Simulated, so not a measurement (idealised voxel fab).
process module | voxel released beams
cross-section cut | 200 nm wide | cells 5 nm
A cross-section is a grid of square cells, given in bands from the top down. A band is one or more rows of cells.
Each band's line starts with the height of the band's top and of its bottom, in nm. Then come its materials from left to right, each with its width in nm. One material with "throughout" fills the band from edge to edge. "air" is empty space.
Height 0 is the level under which the wafer as received is all one material. The lowest band goes on downwards, as in "0 down".
A width such as "30 to 40" changes by the same amount from each row of cells to the next, from the band's top row to its bottom row.
"no change" after a step means that no cell of the cross-section changed.
closed voids: empty space of 8 cells or more with no open way to the top, each as width x height at its distance from the left edge, in nm
after a step's settings: what the simulator itself notes on the step
overlay nm, on a step with a mask: how far to the right of its planned place the mask lay; to the left if negative
plan
1 op RECEIVE | material Si
2 op CONFORMAL_DEP | material SiN | thk nm 5
3 op DIRECTIONAL_DEP | material SiO2 | thk nm 20
4 op MASKED_ETCH | tone open | mask id ANCHOR | width nm 35 | etch materials SiO2 | depth nm 20 | overlay nm 0
5 op CONFORMAL_DEP | material TiN | thk nm 15
6 op DIRECTIONAL_DEP | material aC | thk nm 15
7 op PATTERN | tone cover | mask id BEAM | material resist | width nm 90 | thk nm 30 | overlay nm 0
8 op DIRECTIONAL_ETCH | etch materials aC | depth nm 15
9 op STRIP | etch materials resist
10 op DIRECTIONAL_ETCH | etch materials TiN | depth nm 15
11 op STRIP | etch materials aC
12 op STRIP | etch materials SiO2
first wafer, as planned
as received, after step 1
  0 down: Si throughout
  closed voids: none
after step 2
  5 to 0: SiN throughout
  below 0: unchanged
after step 3
  25 to 5: SiO2 throughout
  below 5: unchanged
after step 4
  25 to 5: SiO2 55 | air 35 | SiO2 110
  below 5: unchanged
after step 5
  40 to 25: TiN 70 | air 5 | TiN 125
  25 to 20: SiO2 55 | TiN 15 | air 5 | TiN 15 | SiO2 110
  20 to 5: SiO2 55 | TiN 35 | SiO2 110
  below 5: unchanged
after step 6
  55 to 40: aC 70 | air 5 | aC 125
  40 to 35: TiN 70 | air 5 | TiN 125
  35 to 25: TiN 70 | aC 5 | TiN 125
  25 to 20: SiO2 55 | TiN 15 | aC 5 | TiN 15 | SiO2 110
  below 20: unchanged
after step 7
  85 to 55: air 50 | resist 90 | air 60
  55 to 40: aC 70 | resist 5 | aC 125
  40 to 35: TiN 70 | resist 5 | TiN 125
  below 35: unchanged
after step 8
  70 to 55: air 50 | resist 90 | air 60
  55 to 40: air 50 | aC 20 | resist 5 | aC 65 | air 60
  below 40: unchanged
after step 9
  55 to 40: air 50 | aC 20 | air 5 | aC 65 | air 60
  40 to 35: TiN 70 | air 5 | TiN 125
  below 35: unchanged
after step 10
  55 to 40: air 50 | aC 20 | air 5 | aC 65 | air 60
  40 to 35: air 50 | TiN 20 | air 5 | TiN 65 | air 60
  35 to 25: air 50 | TiN 20 | aC 5 | TiN 65 | air 60
  below 25: unchanged
after step 11
  40 to 25: air 50 | TiN 20 | air 5 | TiN 65 | air 60
  25 to 20: SiO2 55 | TiN 15 | air 5 | TiN 15 | SiO2 110
  below 20: unchanged
after step 12
  40 to 25: air 50 | TiN 20 | air 5 | TiN 65 | air 60
  25 to 20: air 55 | TiN 15 | air 5 | TiN 15 | air 110
  20 to 5: air 55 | TiN 35 | air 110
  below 5: unchanged
second wafer: like start, like plan, one mistake. Through step 1 it matches the first wafer
when step 2 should have ended
  20 to 0: SiO2 throughout
  below 0: unchanged
when step 3 should have ended
  25 to 20: SiN throughout
  below 20: unchanged
when step 4 should have ended: no change
when step 5 should have ended
  40 to 25: TiN throughout
  below 25: unchanged
when step 6 should have ended
  55 to 40: aC throughout
  below 40: unchanged
when step 7 should have ended
  85 to 55: air 50 | resist 90 | air 60
  below 55: unchanged
when step 8 should have ended
  70 to 55: air 50 | resist 90 | air 60
  55 to 40: air 50 | aC 90 | air 60
  below 40: unchanged
when step 9 should have ended
  55 to 40: air 50 | aC 90 | air 60
  below 40: unchanged
when step 10 should have ended
  55 to 40: air 50 | aC 90 | air 60
  40 to 25: air 50 | TiN 90 | air 60
  below 25: unchanged
when step 11 should have ended
  40 to 25: air 50 | TiN 90 | air 60
  below 25: unchanged
when step 12 should have ended: no change
what went wrong: steps 2 and 3 were swapped
at the end the second wafer has, in cells: 160 more of SiO2 | 24 fewer of TiN
